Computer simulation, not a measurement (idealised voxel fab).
Process module heading - voxel transistor to metal
This is section cut - it's 200 nm across, gridded in 5 nm square cells.
When this document writes out a cross-section, it uses a grid of square cells and lists it as bands, beginning at the top and moving down, with a band standing for one or more rows of cells. Band: top height; bottom height; in nm. Then, left to right: material with width in nm, for each material. "all across": a single material spanning edge to edge. "air": empty space. Below 0: as-received wafer, all one material; heights counted from there. Lowest band: no bottom, goes on down, written "0..down". You'd read "30..40" like this: the band's top row of cells is as wide as the first number, its bottom row is as wide as the second, and going down, every row changes width by the same amount as the row before did. You'll sometimes find "nothing was modified" written for a step, and that's the way of saying that nowhere in the cross-section did a cell change during that step. In the "Closed void entries" entry, you get each enclosed empty space of 8 cells or more, one with no open way to the top, written width x height at distance, distance from the left edge, in nm. Post-settings text on a step line: simulator's own remark regarding the step. A step's line can hold "overlay nm"; with a mask on that step, the setting says how far right of the planned place the mask lay, while a negative setting says it lay to the left. Pairs ahead. Before: cross-section ahead of one process step. After: cross-section once the step is done, shown to the lowest changed band only. Under each pair: that step, with settings. Caution: pairs may come from different runs of this module on the same starting wafer; a pair follows the pair above only where its "Pre-step condition" entry says so.
PRE-STEP CONDITION
    125..95 | air (55); resist (20); air (50); resist (20); air (55)
    95..80 | aC all across
    80..60 | Ru all across
    60..55 | TiN all across
    55..45 | W (50); TiN (5); SiO2 (20); TiN (5); W (40); TiN (5); SiO2 (20); TiN (5); W (50)
    45..40 | W (50); TiN (5); SiO2 (20); TiN (50); SiO2 (20); TiN (5); W (50)
    40..30 | W (50); TiN (5); SiO2 (20); TiN (5); SiN (5); TiN (5); SiCN (20); TiN (5); SiN (5); TiN (5); SiO2 (20); TiN (5); W (50)
    30..15 | W (50); TiN (5); SiO2 (20); TiN (5); SiN (5); TiN (5); polySi (20); TiN (5); SiN (5); TiN (5); SiO2 (20); TiN (5); W (50)
    15..10 | TiN (55); SiO2 (20); TiN (5); SiN (5); TiN (5); polySi (20); TiN (5); SiN (5); TiN (5); SiO2 (20); TiN (55)
    10..0 | SiO2 (50); SiN (5); SiGe (25); SiN (5); SiO2 (5); polySi (20); SiO2 (5); SiN (5); SiGe (25); SiN (5); SiO2 (50)
    0..-5 | SiO2 (55); SiGe (25); SiO2 (40); SiGe (25); SiO2 (55)
    -5..-20 | SiO2 (50); Si (5); SiGe (25); Si (40); SiGe (25); Si (5); SiO2 (50)
    -20..-35 | SiO2 (50); Si (100); SiO2 (50)
    -35..down | Si all across
    Closed void entries: none
POST-STEP APPEARANCE
    110..95 | air (55); resist (20); air (50); resist (20); air (55)
    95..80 | air (55); aC (20); air (50); aC (20); air (55)
    Unchanged below 80.
    Closed void entries: none
The before and after cross-sections above differ by one step: op DIRECTIONAL_ETCH | etch materials aC | depth nm 15
Pre-step condition: as shown after the step in the preceding pair, directly above.
POST-STEP APPEARANCE
    95..80 | air (55); aC (20); air (50); aC (20); air (55)
    Unchanged below 80.
    Closed void entries: none
The before and after cross-sections above differ by one step: op STRIP | etch materials resist
Pre-step condition: as shown after the step in the preceding pair, directly above.
POST-STEP APPEARANCE
    95..80 | air (55); aC (20); air (50); aC (20); air (55)
    80..60 | air (55); Ru (20); air (50); Ru (20); air (55)
    Unchanged below 60.
    Closed void entries: none
The before and after cross-sections above differ by one step: op DIRECTIONAL_ETCH | etch materials Ru | depth nm 20
Pre-step condition: as shown after the step in the preceding pair, directly above.
POST-STEP APPEARANCE
    95..80 | air (55); aC (20); air (50); aC (20); air (55)
    80..60 | air (55); Ru (20); air (50); Ru (20); air (55)
    60..55 | air (55); TiN (20); air (50); TiN (20); air (55)
    Unchanged below 55.
    Closed void entries: none
The before and after cross-sections above differ by one step: op DIRECTIONAL_ETCH | etch materials TiN | depth nm 5
Pre-step condition: as shown after the step in the preceding pair, directly above.
POST-STEP APPEARANCE
    80..60 | air (55); Ru (20); air (50); Ru (20); air (55)
    Unchanged below 60.
    Closed void entries: none
The before and after cross-sections above differ by one step: op STRIP | etch materials aC
Pre-step condition: as shown after the step in the preceding pair, directly above.
POST-STEP APPEARANCE
    90..80 | lowk all across
    80..60 | lowk (55); Ru (20); lowk (50); Ru (20); lowk (55)
    60..55 | lowk (55); TiN (20); lowk (50); TiN (20); lowk (55)
    Unchanged below 55.
    Closed void entries: none
The before and after cross-sections above differ by one step: op FILL_DEP | material lowk | thk nm 10
Pre-step condition: as shown after the step in the preceding pair, directly above.
POST-STEP APPEARANCE
    80..60 | lowk (55); Ru (20); lowk (50); Ru (20); lowk (55)
    Unchanged below 60.
    Closed void entries: none
The before and after cross-sections above differ by one step: op CMP | height nm 80
Pre-step condition: as shown after the step in the preceding pair, directly above.
POST-STEP APPEARANCE
    85..80 | SiCN all across
    Unchanged below 80.
    Closed void entries: none
The before and after cross-sections above differ by one step: op CONFORMAL_DEP | material SiCN | thk nm 5
Pre-step condition: as shown after the step in the preceding pair, directly above.
POST-STEP APPEARANCE
    115..85 | SiO2 all across
    Unchanged below 85.
    Closed void entries: none
The before and after cross-sections above differ by one step: op DIRECTIONAL_DEP | material SiO2 | thk nm 30
Pre-step condition: as shown after the step in the preceding pair, directly above.
POST-STEP APPEARANCE
    135..115 | resist (55); air (15); resist (55); air (15); resist (60)
    Unchanged below 115.
    Closed void entries: none
The before and after cross-sections above differ by one step: op PATTERN | tone open | mask id METAL_2_HOLES | material resist | width nm 15 | pitch nm 70 | thk nm 20 | overlay nm 0
Pre-step condition: as shown after the step in the preceding pair, directly above.
POST-STEP APPEARANCE
    135..115 | resist (55); air (15); resist (55); air (15); resist (60)
    115..85 | SiO2 (55); air (15); SiO2 (55); air (15); SiO2 (60)
    Unchanged below 85.
    Closed void entries: none
The before and after cross-sections above differ by one step: op DIRECTIONAL_ETCH | etch materials SiO2 | depth nm 30
Pre-step condition: as shown after the step in the preceding pair, directly above.
POST-STEP APPEARANCE
    115..85 | SiO2 (55); air (15); SiO2 (55); air (15); SiO2 (60)
    Unchanged below 85.
    Closed void entries: none
The before and after cross-sections above differ by one step: op STRIP | etch materials resist
Pre-step condition: as shown after the step in the preceding pair, directly above.
POST-STEP APPEARANCE
    130..115 | aC (55); air (15); aC (55); air (15); aC (60)
    115..100 | SiO2 (55); air (15); SiO2 (55); air (15); SiO2 (60)
    100..85 | SiO2 (55); aC (15); SiO2 (55); aC (15); SiO2 (60)
    Unchanged below 85.
    Closed void entries: none
The before and after cross-sections above differ by one step: op DIRECTIONAL_DEP | material aC | thk nm 15
Pre-step condition: as shown after the step in the preceding pair, directly above.
POST-STEP APPEARANCE
    160..130 | resist (55); air (20); resist (50); air (20); resist (55)
    Unchanged below 130.
    Closed void entries: none
The before and after cross-sections above differ by one step: op PATTERN | tone open | mask id METAL_2 | material resist | width nm 20 | pitch nm 70 | thk nm 30 | overlay nm 0
Pre-step condition: as shown after the step in the preceding pair, directly above.
POST-STEP APPEARANCE
    145..130 | resist (55); air (20); resist (50); air (20); resist (55)
    130..115 | aC (55); air (20); aC (50); air (20); aC (55)
    115..85 | SiO2 (55); air (15); SiO2 (55); air (15); SiO2 (60)
    Unchanged below 85.
    Closed void entries: none
The before and after cross-sections above differ by one step: op DIRECTIONAL_ETCH | etch materials aC | depth nm 15
Pre-step condition: as shown after the step in the preceding pair, directly above.
POST-STEP APPEARANCE
    130..115 | aC (55); air (20); aC (50); air (20); aC (55)
    Unchanged below 115.
    Closed void entries: none
The before and after cross-sections above differ by one step: op STRIP | etch materials resist
Pre-step condition: as shown after the step in the preceding pair, directly above.
POST-STEP APPEARANCE
    130..115 | aC (55); air (20); aC (50); air (20); aC (55)
    115..100 | SiO2 (55); air (20); SiO2 (50); air (20); SiO2 (55)
    Unchanged below 100.
    Closed void entries: none
The before and after cross-sections above differ by one step: op DIRECTIONAL_ETCH | etch materials SiO2 | depth nm 15
Pre-step condition: as shown after the step in the preceding pair, directly above.
POST-STEP APPEARANCE
    130..115 | aC (55); air (20); aC (50); air (20); aC (55)
    115..100 | SiO2 (55); air (20); SiO2 (50); air (20); SiO2 (55)
    100..85 | SiO2 (55); air (15); SiO2 (55); air (15); SiO2 (60)
    85..80 | SiCN (55); air (15); SiCN (55); air (15); SiCN (60)
    Unchanged below 80.
    Closed void entries: none
The before and after cross-sections above differ by one step: op DIRECTIONAL_ETCH | etch materials SiCN | depth nm 5
Pre-step condition: as shown after the step in the preceding pair, directly above.
POST-STEP APPEARANCE
    115..100 | SiO2 (55); air (20); SiO2 (50); air (20); SiO2 (55)
    Unchanged below 100.
    Closed void entries: none
The before and after cross-sections above differ by one step: op STRIP | etch materials aC
Pre-step condition: as shown after the step in the preceding pair, directly above.
POST-STEP APPEARANCE
    120..115 | TiN (60); air (10); TiN (60); air (10); TiN (60)
    115..105 | SiO2 (55); TiN (5); air (10); TiN (5); SiO2 (50); TiN (5); air (10); TiN (5); SiO2 (55)
    105..100 | SiO2 (55); TiN (5); air (5); TiN (10); SiO2 (50); TiN (5); air (5); TiN (10); SiO2 (55)
    100..85 | SiO2 (55); TiN (5); air (5); TiN (5); SiO2 (55); TiN (5); air (5); TiN (5); SiO2 (60)
    85..80 | SiCN (55); TiN (15); SiCN (55); TiN (15); SiCN (60)
    Unchanged below 80.
    Closed void entries: none
The before and after cross-sections above differ by one step: op CONFORMAL_DEP | material TiN | thk nm 5
Pre-step condition: as shown after the step in the preceding pair, directly above.
POST-STEP APPEARANCE
    130..120 | Cu all across
    120..115 | TiN (60); Cu (10); TiN (60); Cu (10); TiN (60)
    115..105 | SiO2 (55); TiN (5); Cu (10); TiN (5); SiO2 (50); TiN (5); Cu (10); TiN (5); SiO2 (55)
    105..100 | SiO2 (55); TiN (5); Cu (5); TiN (10); SiO2 (50); TiN (5); Cu (5); TiN (10); SiO2 (55)
    100..85 | SiO2 (55); TiN (5); Cu (5); TiN (5); SiO2 (55); TiN (5); Cu (5); TiN (5); SiO2 (60)
    Unchanged below 85.
    Closed void entries: none
The before and after cross-sections above differ by one step: op FILL_DEP | material Cu | thk nm 10
Pre-step condition: as shown after the step in the preceding pair, directly above.
POST-STEP APPEARANCE
    115..105 | SiO2 (55); TiN (5); Cu (10); TiN (5); SiO2 (50); TiN (5); Cu (10); TiN (5); SiO2 (55)
    Unchanged below 105.
    Closed void entries: none
The before and after cross-sections above differ by one step: op CMP | height nm 115
Pre-step condition: as shown after the step in the preceding pair, directly above.
POST-STEP APPEARANCE
    120..115 | SiN all across
    Unchanged below 115.
    Closed void entries: none
The before and after cross-sections above differ by one step: op CONFORMAL_DEP | material SiN | thk nm 5
